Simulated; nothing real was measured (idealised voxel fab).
process module | voxel transistor to metal
Pictured: cross-section cut, 160 nm wide, on a grid of 5 nm square cells.
Format of a cross-section: grid, square cells. Given as bands. Order: top down. Band: one or more rows of cells. This entry defines a band. It first specifies the height of the band's top and the height of its bottom in nm, and then specifies the band's materials from left to right, stating each material with its width in nm. The word "throughout" identifies a single material that fills the band from edge to edge, while the word "empty" identifies empty space. Heights are reckoned from 0. Under this level, the received wafer is all of one material. The bottommost band is open-ended downward, for example "0 nm and below". Note: "30 to 40" means the width goes from the first number (top row of the band) to the second number (bottom row) in equal steps per row of cells. "stayed the same" (step): cross-section cells unchanged, all of them. "Voids, fully enclosed" - sealed voids, min. 8 cells, no opening to top; format: width x height at distance (distance from left edge; nm throughout). On a step's line, text after the settings is the simulator commenting on that step. overlay nm, on a step with a mask: how far to the right of its planned place the mask lay; to the left if negative.
## This section lists the process steps that were planned
1. op RECEIVE | material Si
2. op OXIDIZE | depth nm 5
3. op CONFORMAL_DEP | material SiN | thk nm 10
4. op MASKED_ETCH | tone cover | mask id ACTIVE | width nm 100 | etch materials SiN | depth nm 10 | overlay nm 0
5. op MASKED_ETCH | tone cover | mask id ACTIVE | width nm 100 | etch materials SiO2 | depth nm 5 | overlay nm 0
6. op MASKED_ETCH | tone cover | mask id ACTIVE | width nm 100 | etch materials Si | depth nm 30 | overlay nm 0
7. op FILL_DEP | material SiO2 | thk nm 5
8. op CMP | height nm 10
9. op SELECTIVE_ETCH | etch materials SiO2 | depth nm 5
10. op STRIP | etch materials SiN
11. op SELECTIVE_ETCH | etch materials SiO2 | depth nm 5
12. op OXIDIZE | depth nm 5
13. op DIRECTIONAL_DEP | material polySi | thk nm 30
14. op DIRECTIONAL_DEP | material SiCN | thk nm 15
15. op DIRECTIONAL_DEP | material aC | thk nm 10
16. op PATTERN | tone cover | mask id GATE | material resist | width nm 20 | thk nm 30 | overlay nm 0
17. op DIRECTIONAL_ETCH | etch materials aC | depth nm 10
18. op STRIP | etch materials resist
19. op DIRECTIONAL_ETCH | etch materials SiCN | depth nm 25
20. op DIRECTIONAL_ETCH | etch materials polySi | depth nm 40
21. op STRIP | etch materials aC
22. op CONFORMAL_DEP | material SiO2 | thk nm 5
23. op DIRECTIONAL_ETCH | etch materials SiO2 | depth nm 5
24. op CONFORMAL_DEP | material SiN | thk nm 10
25. op DIRECTIONAL_ETCH | etch materials SiN | depth nm 10
26. op DIRECTIONAL_ETCH | etch materials SiO2 | depth nm 5
27. op DIRECTIONAL_ETCH | etch materials Si | depth nm 15
28. op EPI | material SiGe | thk nm 15
29. op FILL_DEP | material SiO2 | thk nm 5
30. op CMP | height nm 40
31. op DIRECTIONAL_DEP | material SiO2 | thk nm 15
32. op DIRECTIONAL_DEP | material aC | thk nm 10
33. op PATTERN | tone open | mask id CONTACT | material resist | width nm 25 | pitch nm 55 | thk nm 30 | overlay nm 0
34. op DIRECTIONAL_ETCH | etch materials aC | depth nm 10
35. op STRIP | etch materials resist
36. op DIRECTIONAL_ETCH | etch materials SiO2 | depth nm 50
37. op STRIP | etch materials aC
38. op CONFORMAL_DEP | material TiN | thk nm 5
39. op FILL_DEP | material Ru | thk nm 5
40. op CMP | height nm 55
41. op DIRECTIONAL_DEP | material TiN | thk nm 5
42. op DIRECTIONAL_DEP | material W | thk nm 25
43. op PATTERN | tone cover | mask id METAL_1 | material resist | width nm 15 | pitch nm 65 | thk nm 15 | overlay nm 0
44. op DIRECTIONAL_ETCH | etch materials W | depth nm 25
45. op DIRECTIONAL_ETCH | etch materials TiN | depth nm 5
46. op STRIP | etch materials resist
47. op FILL_DEP | material lowk | thk nm 5
48. op CMP | height nm 85
49. op CONFORMAL_DEP | material SiCN | thk nm 5
## The first of a set of two wafers, run to plan
## Incoming wafer in cross-section (state: after step 1)
- 0 nm and below: Si throughout
- Voids, fully enclosed: none
## The following cross-section depicts the wafer upon completion of step 2
- 0 nm to -5 nm: SiO2 throughout
- Heights below -5 show no change.
## The following cross-section depicts the wafer upon completion of step 3
- 10 nm to 0 nm: SiN throughout
- Heights below 0 show no change.
## The following cross-section depicts the wafer upon completion of step 4
- 10 nm to 0 nm: empty: 30 / SiN: 100 / empty: 30
- Heights below 0 show no change.
## The following cross-section depicts the wafer upon completion of step 5
- 10 nm to 0 nm: empty: 30 / SiN: 100 / empty: 30
- 0 nm to -5 nm: empty: 30 / SiO2: 100 / empty: 30
- Heights below -5 show no change.
## The following cross-section depicts the wafer upon completion of step 6
- 10 nm to 0 nm: empty: 30 / SiN: 100 / empty: 30
- 0 nm to -5 nm: empty: 30 / SiO2: 100 / empty: 30
- -5 nm to -35 nm: empty: 30 / Si: 100 / empty: 30
- Heights below -35 show no change.
## The following cross-section depicts the wafer upon completion of step 7
- 15 nm to 10 nm: SiO2 throughout
- 10 nm to 0 nm: SiO2: 30 / SiN: 100 / SiO2: 30
- 0 nm to -5 nm: SiO2 throughout
- -5 nm to -35 nm: SiO2: 30 / Si: 100 / SiO2: 30
- Heights below -35 show no change.
## The following cross-section depicts the wafer upon completion of step 8
- 10 nm to 0 nm: SiO2: 30 / SiN: 100 / SiO2: 30
- Heights below 0 show no change.
## The following cross-section depicts the wafer upon completion of step 9
- 10 nm to 5 nm: empty: 30 / SiN: 100 / empty: 30
- Heights below 5 show no change.
## The following cross-section depicts the wafer upon completion of step 10
- 5 nm to 0 nm: SiO2: 30 / empty: 100 / SiO2: 30
- Heights below 0 show no change.
## The following cross-section depicts the wafer upon completion of step 11
- 0 nm to -5 nm: SiO2: 25 / empty: 110 / SiO2: 25
- Heights below -5 show no change.
## The following cross-section depicts the wafer upon completion of step 12
- 0 nm to -5 nm: SiO2: 25 / empty: 110 / SiO2: 25
- -5 nm to -10 nm: SiO2 throughout
- Heights below -10 show no change.
## The following cross-section depicts the wafer upon completion of step 13
- 30 nm to 25 nm: polySi: 25 / empty: 110 / polySi: 25
- 25 nm to 0 nm: polySi throughout
- 0 nm to -5 nm: SiO2: 25 / polySi: 110 / SiO2: 25
- Heights below -5 show no change.
## The following cross-section depicts the wafer upon completion of step 14
- 45 nm to 40 nm: SiCN: 25 / empty: 110 / SiCN: 25
- 40 nm to 30 nm: SiCN throughout
- 30 nm to 25 nm: polySi: 25 / SiCN: 110 / polySi: 25
- Heights below 25 show no change.
## The following cross-section depicts the wafer upon completion of step 15
- 55 nm to 50 nm: aC: 25 / empty: 110 / aC: 25
- 50 nm to 45 nm: aC throughout
- 45 nm to 40 nm: SiCN: 25 / aC: 110 / SiCN: 25
- Heights below 40 show no change.
## The following cross-section depicts the wafer upon completion of step 16
- 85 nm to 55 nm: empty: 70 / resist: 20 / empty: 70
- 55 nm to 50 nm: aC: 25 / empty: 45 / resist: 20 / empty: 45 / aC: 25
- Heights below 50 show no change.
## The following cross-section depicts the wafer upon completion of step 17
- 75 nm to 50 nm: empty: 70 / resist: 20 / empty: 70
- 50 nm to 45 nm: empty: 70 / aC: 20 / empty: 70
- 45 nm to 40 nm: SiCN: 25 / empty: 45 / aC: 20 / empty: 45 / SiCN: 25
- Heights below 40 show no change.
## The following cross-section depicts the wafer upon completion of step 18
- 50 nm to 45 nm: empty: 70 / aC: 20 / empty: 70
- Heights below 45 show no change.
## The following cross-section depicts the wafer upon completion of step 19
- 50 nm to 40 nm: empty: 70 / aC: 20 / empty: 70
- 40 nm to 30 nm: empty: 70 / SiCN: 20 / empty: 70
- 30 nm to 25 nm: polySi: 25 / empty: 45 / SiCN: 20 / empty: 45 / polySi: 25
- Heights below 25 show no change.
## The following cross-section depicts the wafer upon completion of step 20
- 50 nm to 40 nm: empty: 70 / aC: 20 / empty: 70
- 40 nm to 25 nm: empty: 70 / SiCN: 20 / empty: 70
- 25 nm to 0 nm: empty: 70 / polySi: 20 / empty: 70
- 0 nm to -5 nm: SiO2: 25 / empty: 45 / polySi: 20 / empty: 45 / SiO2: 25
- Heights below -5 show no change.
## The following cross-section depicts the wafer upon completion of step 21
- 40 nm to 25 nm: empty: 70 / SiCN: 20 / empty: 70
- Heights below 25 show no change.
## The following cross-section depicts the wafer upon completion of step 22
- 45 nm to 40 nm: empty: 65 / SiO2: 30 / empty: 65
- 40 nm to 25 nm: empty: 65 / SiO2: 5 / SiCN: 20 / SiO2: 5 / empty: 65
- 25 nm to 5 nm: empty: 65 / SiO2: 5 / polySi: 20 / SiO2: 5 / empty: 65
- 5 nm to 0 nm: SiO2: 30 / empty: 35 / SiO2: 5 / polySi: 20 / SiO2: 5 / empty: 35 / SiO2: 30
- 0 nm to -5 nm: SiO2: 70 / polySi: 20 / SiO2: 70
- Heights below -5 show no change.
## The following cross-section depicts the wafer upon completion of step 23
- 40 nm to 25 nm: empty: 65 / SiO2: 5 / SiCN: 20 / SiO2: 5 / empty: 65
- 25 nm to 0 nm: empty: 65 / SiO2: 5 / polySi: 20 / SiO2: 5 / empty: 65
- 0 nm to -5 nm: SiO2: 30 / empty: 35 / SiO2: 5 / polySi: 20 / SiO2: 5 / empty: 35 / SiO2: 30
- Heights below -5 show no change.
## The following cross-section depicts the wafer upon completion of step 24
- 50 nm to 40 nm: empty: 55 / SiN: 50 / empty: 55
- 40 nm to 25 nm: empty: 55 / SiN: 10 / SiO2: 5 / SiCN: 20 / SiO2: 5 / SiN: 10 / empty: 55
- 25 nm to 10 nm: empty: 55 / SiN: 10 / SiO2: 5 / polySi: 20 / SiO2: 5 / SiN: 10 / empty: 55
- 10 nm to 5 nm: SiN: 40 / empty: 15 / SiN: 10 / SiO2: 5 / polySi: 20 / SiO2: 5 / SiN: 10 / empty: 15 / SiN: 40
- 5 nm to 0 nm: SiN: 65 / SiO2: 5 / polySi: 20 / SiO2: 5 / SiN: 65
- 0 nm to -5 nm: SiO2: 30 / SiN: 35 / SiO2: 5 / polySi: 20 / SiO2: 5 / SiN: 35 / SiO2: 30
- Heights below -5 show no change.
## The following cross-section depicts the wafer upon completion of step 25
- 40 nm to 25 nm: empty: 55 / SiN: 10 / SiO2: 5 / SiCN: 20 / SiO2: 5 / SiN: 10 / empty: 55
- 25 nm to 0 nm: empty: 55 / SiN: 10 / SiO2: 5 / polySi: 20 / SiO2: 5 / SiN: 10 / empty: 55
- 0 nm to -5 nm: SiO2: 30 / SiN: 10 / empty: 15 / SiN: 10 / SiO2: 5 / polySi: 20 / SiO2: 5 / SiN: 10 / empty: 15 / SiN: 10 / SiO2: 30
- Heights below -5 show no change.
## The following cross-section depicts the wafer upon completion of step 26
- 40 nm to 35 nm: empty: 55 / SiN: 10 / empty: 5 / SiCN: 20 / empty: 5 / SiN: 10 / empty: 55
- 35 nm to 25 nm: empty: 55 / SiN: 10 / SiO2: 5 / SiCN: 20 / SiO2: 5 / SiN: 10 / empty: 55
- 25 nm to 0 nm: empty: 55 / SiN: 10 / SiO2: 5 / polySi: 20 / SiO2: 5 / SiN: 10 / empty: 55
- 0 nm to -5 nm: empty: 30 / SiN: 10 / empty: 15 / SiN: 10 / SiO2: 5 / polySi: 20 / SiO2: 5 / SiN: 10 / empty: 15 / SiN: 10 / empty: 30
- -5 nm to -10 nm: SiO2: 40 / empty: 15 / SiO2: 50 / empty: 15 / SiO2: 40
- Heights below -10 show no change.
## The following cross-section depicts the wafer upon completion of step 27
- 40 nm to 35 nm: empty: 55 / SiN: 10 / empty: 5 / SiCN: 20 / empty: 5 / SiN: 10 / empty: 55
- 35 nm to 25 nm: empty: 55 / SiN: 10 / SiO2: 5 / SiCN: 20 / SiO2: 5 / SiN: 10 / empty: 55
- 25 nm to 0 nm: empty: 55 / SiN: 10 / SiO2: 5 / polySi: 20 / SiO2: 5 / SiN: 10 / empty: 55
- 0 nm to -5 nm: empty: 30 / SiN: 10 / empty: 15 / SiN: 10 / SiO2: 5 / polySi: 20 / SiO2: 5 / SiN: 10 / empty: 15 / SiN: 10 / empty: 30
- -5 nm to -10 nm: SiO2: 40 / empty: 15 / SiO2: 50 / empty: 15 / SiO2: 40
- -10 nm to -25 nm: SiO2: 30 / Si: 10 / empty: 15 / Si: 50 / empty: 15 / Si: 10 / SiO2: 30
- Heights below -25 show no change.
## The following cross-section depicts the wafer upon completion of step 28
- 40 nm to 35 nm: empty: 55 / SiN: 10 / empty: 5 / SiCN: 20 / empty: 5 / SiN: 10 / empty: 55
- 35 nm to 25 nm: empty: 55 / SiN: 10 / SiO2: 5 / SiCN: 20 / SiO2: 5 / SiN: 10 / empty: 55
- 25 nm to 5 nm: empty: 55 / SiN: 10 / SiO2: 5 / polySi: 20 / SiO2: 5 / SiN: 10 / empty: 55
- 5 nm to 0 nm: empty: 35 / SiGe: 20 / SiN: 10 / SiO2: 5 / polySi: 20 / SiO2: 5 / SiN: 10 / SiGe: 20 / empty: 35
- 0 nm to -5 nm: empty: 30 / SiN: 10 / SiGe: 15 / SiN: 10 / SiO2: 5 / polySi: 20 / SiO2: 5 / SiN: 10 / SiGe: 15 / SiN: 10 / empty: 30
- -5 nm to -10 nm: SiO2: 40 / SiGe: 15 / SiO2: 50 / SiGe: 15 / SiO2: 40
- -10 nm to -25 nm: SiO2: 30 / Si: 10 / SiGe: 15 / Si: 50 / SiGe: 15 / Si: 10 / SiO2: 30
- Heights below -25 show no change.
## The following cross-section depicts the wafer upon completion of step 29
- 45 nm to 40 nm: SiO2 throughout
- 40 nm to 25 nm: SiO2: 55 / SiN: 10 / SiO2: 5 / SiCN: 20 / SiO2: 5 / SiN: 10 / SiO2: 55
- 25 nm to 5 nm: SiO2: 55 / SiN: 10 / SiO2: 5 / polySi: 20 / SiO2: 5 / SiN: 10 / SiO2: 55
- 5 nm to 0 nm: SiO2: 35 / SiGe: 20 / SiN: 10 / SiO2: 5 / polySi: 20 / SiO2: 5 / SiN: 10 / SiGe: 20 / SiO2: 35
- 0 nm to -5 nm: SiO2: 30 / SiN: 10 / SiGe: 15 / SiN: 10 / SiO2: 5 / polySi: 20 / SiO2: 5 / SiN: 10 / SiGe: 15 / SiN: 10 / SiO2: 30
- Heights below -5 show no change.
## The following cross-section depicts the wafer upon completion of step 30
- 40 nm to 25 nm: SiO2: 55 / SiN: 10 / SiO2: 5 / SiCN: 20 / SiO2: 5 / SiN: 10 / SiO2: 55
- Heights below 25 show no change.
## The following cross-section depicts the wafer upon completion of step 31
- 55 nm to 40 nm: SiO2 throughout
- Heights below 40 show no change.
## The following cross-section depicts the wafer upon completion of step 32
- 65 nm to 55 nm: aC throughout
- Heights below 55 show no change.
## The following cross-section depicts the wafer upon completion of step 33
- 95 nm to 65 nm: resist: 40 / empty: 25 / resist: 30 / empty: 25 / resist: 40
- Heights below 65 show no change.
## The following cross-section depicts the wafer upon completion of step 34
- 85 nm to 65 nm: resist: 40 / empty: 25 / resist: 30 / empty: 25 / resist: 40
- 65 nm to 55 nm: aC: 40 / empty: 25 / aC: 30 / empty: 25 / aC: 40
- Heights below 55 show no change.
## The following cross-section depicts the wafer upon completion of step 35
- 65 nm to 55 nm: aC: 40 / empty: 25 / aC: 30 / empty: 25 / aC: 40
- Heights below 55 show no change.
## The following cross-section depicts the wafer upon completion of step 36
- 65 nm to 55 nm: aC: 40 / empty: 25 / aC: 30 / empty: 25 / aC: 40
- 55 nm to 40 nm: SiO2: 40 / empty: 25 / SiO2: 30 / empty: 25 / SiO2: 40
- 40 nm to 25 nm: SiO2: 40 / empty: 15 / SiN: 10 / SiO2: 5 / SiCN: 20 / SiO2: 5 / SiN: 10 / empty: 15 / SiO2: 40
- 25 nm to 5 nm: SiO2: 40 / empty: 15 / SiN: 10 / SiO2: 5 / polySi: 20 / SiO2: 5 / SiN: 10 / empty: 15 / SiO2: 40
- Heights below 5 show no change.
## The following cross-section depicts the wafer upon completion of step 37
- 55 nm to 40 nm: SiO2: 40 / empty: 25 / SiO2: 30 / empty: 25 / SiO2: 40
- Heights below 40 show no change.
## The following cross-section depicts the wafer upon completion of step 38
- 60 nm to 55 nm: TiN: 45 / empty: 15 / TiN: 40 / empty: 15 / TiN: 45
- 55 nm to 45 nm: SiO2: 40 / TiN: 5 / empty: 15 / TiN: 5 / SiO2: 30 / TiN: 5 / empty: 15 / TiN: 5 / SiO2: 40
- 45 nm to 40 nm: SiO2: 40 / TiN: 5 / empty: 5 / TiN: 15 / SiO2: 30 / TiN: 15 / empty: 5 / TiN: 5 / SiO2: 40
- 40 nm to 25 nm: SiO2: 40 / TiN: 5 / empty: 5 / TiN: 5 / SiN: 10 / SiO2: 5 / SiCN: 20 / SiO2: 5 / SiN: 10 / TiN: 5 / empty: 5 / TiN: 5 / SiO2: 40
- 25 nm to 10 nm: SiO2: 40 / TiN: 5 / empty: 5 / TiN: 5 / SiN: 10 / SiO2: 5 / polySi: 20 / SiO2: 5 / SiN: 10 / TiN: 5 / empty: 5 / TiN: 5 / SiO2: 40
- 10 nm to 5 nm: SiO2: 40 / TiN: 15 / SiN: 10 / SiO2: 5 / polySi: 20 / SiO2: 5 / SiN: 10 / TiN: 15 / SiO2: 40
- Heights below 5 show no change.
## The following cross-section depicts the wafer upon completion of step 39
- 65 nm to 60 nm: Ru throughout
- 60 nm to 55 nm: TiN: 45 / Ru: 15 / TiN: 40 / Ru: 15 / TiN: 45
- 55 nm to 45 nm: SiO2: 40 / TiN: 5 / Ru: 15 / TiN: 5 / SiO2: 30 / TiN: 5 / Ru: 15 / TiN: 5 / SiO2: 40
- 45 nm to 40 nm: SiO2: 40 / TiN: 5 / Ru: 5 / TiN: 15 / SiO2: 30 / TiN: 15 / Ru: 5 / TiN: 5 / SiO2: 40
- 40 nm to 25 nm: SiO2: 40 / TiN: 5 / Ru: 5 / TiN: 5 / SiN: 10 / SiO2: 5 / SiCN: 20 / SiO2: 5 / SiN: 10 / TiN: 5 / Ru: 5 / TiN: 5 / SiO2: 40
- 25 nm to 10 nm: SiO2: 40 / TiN: 5 / Ru: 5 / TiN: 5 / SiN: 10 / SiO2: 5 / polySi: 20 / SiO2: 5 / SiN: 10 / TiN: 5 / Ru: 5 / TiN: 5 / SiO2: 40
- Heights below 10 show no change.
## The following cross-section depicts the wafer upon completion of step 40
- 55 nm to 45 nm: SiO2: 40 / TiN: 5 / Ru: 15 / TiN: 5 / SiO2: 30 / TiN: 5 / Ru: 15 / TiN: 5 / SiO2: 40
- Heights below 45 show no change.
## The following cross-section depicts the wafer upon completion of step 41
- 60 nm to 55 nm: TiN throughout
- Heights below 55 show no change.
## The following cross-section depicts the wafer upon completion of step 42
- 85 nm to 60 nm: W throughout
- Heights below 60 show no change.
## The following cross-section depicts the wafer upon completion of step 43
- 100 nm to 85 nm: empty: 40 / resist: 15 / empty: 50 / resist: 15 / empty: 40
- Heights below 85 show no change.
## The following cross-section depicts the wafer upon completion of step 44
- 100 nm to 85 nm: empty: 40 / resist: 15 / empty: 50 / resist: 15 / empty: 40
- 85 nm to 60 nm: empty: 40 / W: 15 / empty: 50 / W: 15 / empty: 40
- Heights below 60 show no change.
## The following cross-section depicts the wafer upon completion of step 45
- 100 nm to 85 nm: empty: 40 / resist: 15 / empty: 50 / resist: 15 / empty: 40
- 85 nm to 60 nm: empty: 40 / W: 15 / empty: 50 / W: 15 / empty: 40
- 60 nm to 55 nm: empty: 40 / TiN: 15 / empty: 50 / TiN: 15 / empty: 40
- Heights below 55 show no change.
## The following cross-section depicts the wafer upon completion of step 46
- 85 nm to 60 nm: empty: 40 / W: 15 / empty: 50 / W: 15 / empty: 40
- Heights below 60 show no change.
## The following cross-section depicts the wafer upon completion of step 47
- 90 nm to 85 nm: lowk throughout
- 85 nm to 60 nm: lowk: 40 / W: 15 / lowk: 50 / W: 15 / lowk: 40
- 60 nm to 55 nm: lowk: 40 / TiN: 15 / lowk: 50 / TiN: 15 / lowk: 40
- Heights below 55 show no change.
## The following cross-section depicts the wafer upon completion of step 48
- 85 nm to 60 nm: lowk: 40 / W: 15 / lowk: 50 / W: 15 / lowk: 40
- Heights below 60 show no change.
## The following cross-section depicts the wafer upon completion of step 49
- 90 nm to 85 nm: SiCN throughout
- Heights below 85 show no change.
## Okay, second wafer. Nothing different at the start, nothing different in the plan, just one mistake somewhere in the running. As far as step 32, counting that step, it's the first wafer all over again
## Cross-sectional representation of the second wafer at the time designated in the plan for the completion of step 33
- 95 nm to 65 nm: resist: 45 / empty: 15 / resist: 40 / empty: 15 / resist: 45
- Heights below 65 show no change.
## Cross-sectional representation of the second wafer at the time designated in the plan for the completion of step 34
- 85 nm to 65 nm: resist: 45 / empty: 15 / resist: 40 / empty: 15 / resist: 45
- 65 nm to 55 nm: aC: 45 / empty: 15 / aC: 40 / empty: 15 / aC: 45
- Heights below 55 show no change.
## Cross-sectional representation of the second wafer at the time designated in the plan for the completion of step 35
- 65 nm to 55 nm: aC: 45 / empty: 15 / aC: 40 / empty: 15 / aC: 45
- Heights below 55 show no change.
## Cross-sectional representation of the second wafer at the time designated in the plan for the completion of step 36
- 65 nm to 55 nm: aC: 45 / empty: 15 / aC: 40 / empty: 15 / aC: 45
- 55 nm to 40 nm: SiO2: 45 / empty: 15 / SiO2: 40 / empty: 15 / SiO2: 45
- 40 nm to 25 nm: SiO2: 45 / empty: 10 / SiN: 10 / SiO2: 5 / SiCN: 20 / SiO2: 5 / SiN: 10 / empty: 10 / SiO2: 45
- 25 nm to 5 nm: SiO2: 45 / empty: 10 / SiN: 10 / SiO2: 5 / polySi: 20 / SiO2: 5 / SiN: 10 / empty: 10 / SiO2: 45
- Heights below 5 show no change.
## Cross-sectional representation of the second wafer at the time designated in the plan for the completion of step 37
- 55 nm to 40 nm: SiO2: 45 / empty: 15 / SiO2: 40 / empty: 15 / SiO2: 45
- Heights below 40 show no change.
## Cross-sectional representation of the second wafer at the time designated in the plan for the completion of step 38
- 60 nm to 55 nm: TiN: 50 / empty: 5 / TiN: 50 / empty: 5 / TiN: 50
- 55 nm to 45 nm: SiO2: 45 / TiN: 5 / empty: 5 / TiN: 5 / SiO2: 40 / TiN: 5 / empty: 5 / TiN: 5 / SiO2: 45
- 45 nm to 40 nm: SiO2: 45 / TiN: 15 / SiO2: 40 / TiN: 15 / SiO2: 45
- 40 nm to 25 nm: SiO2: 45 / TiN: 10 / SiN: 10 / SiO2: 5 / SiCN: 20 / SiO2: 5 / SiN: 10 / TiN: 10 / SiO2: 45
- 25 nm to 5 nm: SiO2: 45 / TiN: 10 / SiN: 10 / SiO2: 5 / polySi: 20 / SiO2: 5 / SiN: 10 / TiN: 10 / SiO2: 45
- Heights below 5 show no change.
## Cross-sectional representation of the second wafer at the time designated in the plan for the completion of step 39
- 65 nm to 60 nm: Ru throughout
- 60 nm to 55 nm: TiN: 50 / Ru: 5 / TiN: 50 / Ru: 5 / TiN: 50
- 55 nm to 45 nm: SiO2: 45 / TiN: 5 / Ru: 5 / TiN: 5 / SiO2: 40 / TiN: 5 / Ru: 5 / TiN: 5 / SiO2: 45
- Heights below 45 show no change.
## Cross-sectional representation of the second wafer at the time designated in the plan for the completion of step 40
- 55 nm to 45 nm: SiO2: 45 / TiN: 5 / Ru: 5 / TiN: 5 / SiO2: 40 / TiN: 5 / Ru: 5 / TiN: 5 / SiO2: 45
- Heights below 45 show no change.
## Cross-sectional representation of the second wafer at the time designated in the plan for the completion of step 41
- 60 nm to 55 nm: TiN throughout
- Heights below 55 show no change.
## Cross-sectional representation of the second wafer at the time designated in the plan for the completion of step 42
- 85 nm to 60 nm: W throughout
- Heights below 60 show no change.
## Cross-sectional representation of the second wafer at the time designated in the plan for the completion of step 43
- 100 nm to 85 nm: empty: 40 / resist: 15 / empty: 50 / resist: 15 / empty: 40
- Heights below 85 show no change.
## Cross-sectional representation of the second wafer at the time designated in the plan for the completion of step 44
- 100 nm to 85 nm: empty: 40 / resist: 15 / empty: 50 / resist: 15 / empty: 40
- 85 nm to 60 nm: empty: 40 / W: 15 / empty: 50 / W: 15 / empty: 40
- Heights below 60 show no change.
## Cross-sectional representation of the second wafer at the time designated in the plan for the completion of step 45
- 100 nm to 85 nm: empty: 40 / resist: 15 / empty: 50 / resist: 15 / empty: 40
- 85 nm to 60 nm: empty: 40 / W: 15 / empty: 50 / W: 15 / empty: 40
- 60 nm to 55 nm: empty: 40 / TiN: 15 / empty: 50 / TiN: 15 / empty: 40
- Heights below 55 show no change.
## Cross-sectional representation of the second wafer at the time designated in the plan for the completion of step 46
- 85 nm to 60 nm: empty: 40 / W: 15 / empty: 50 / W: 15 / empty: 40
- Heights below 60 show no change.
## Cross-sectional representation of the second wafer at the time designated in the plan for the completion of step 47
- 90 nm to 85 nm: lowk throughout
- 85 nm to 60 nm: lowk: 40 / W: 15 / lowk: 50 / W: 15 / lowk: 40
- 60 nm to 55 nm: lowk: 40 / TiN: 15 / lowk: 50 / TiN: 15 / lowk: 40
- Heights below 55 show no change.
## Cross-sectional representation of the second wafer at the time designated in the plan for the completion of step 48
- 85 nm to 60 nm: lowk: 40 / W: 15 / lowk: 50 / W: 15 / lowk: 40
- Heights below 60 show no change.
## Cross-sectional representation of the second wafer at the time designated in the plan for the completion of step 49
- 90 nm to 85 nm: SiCN throughout
- Heights below 85 show no change.
Run error: so step 33 ended up running with a different setting than we planned, it ran as op PATTERN | tone open | mask id CONTACT | material resist | width nm 15 | pitch nm 55 | thk nm 30 | overlay nm 0
Once processing is complete, comparing cell counts shows that the second wafer has more or fewer of certain materials than the first: -22 Ru | +26 SiO2 | -4 TiN
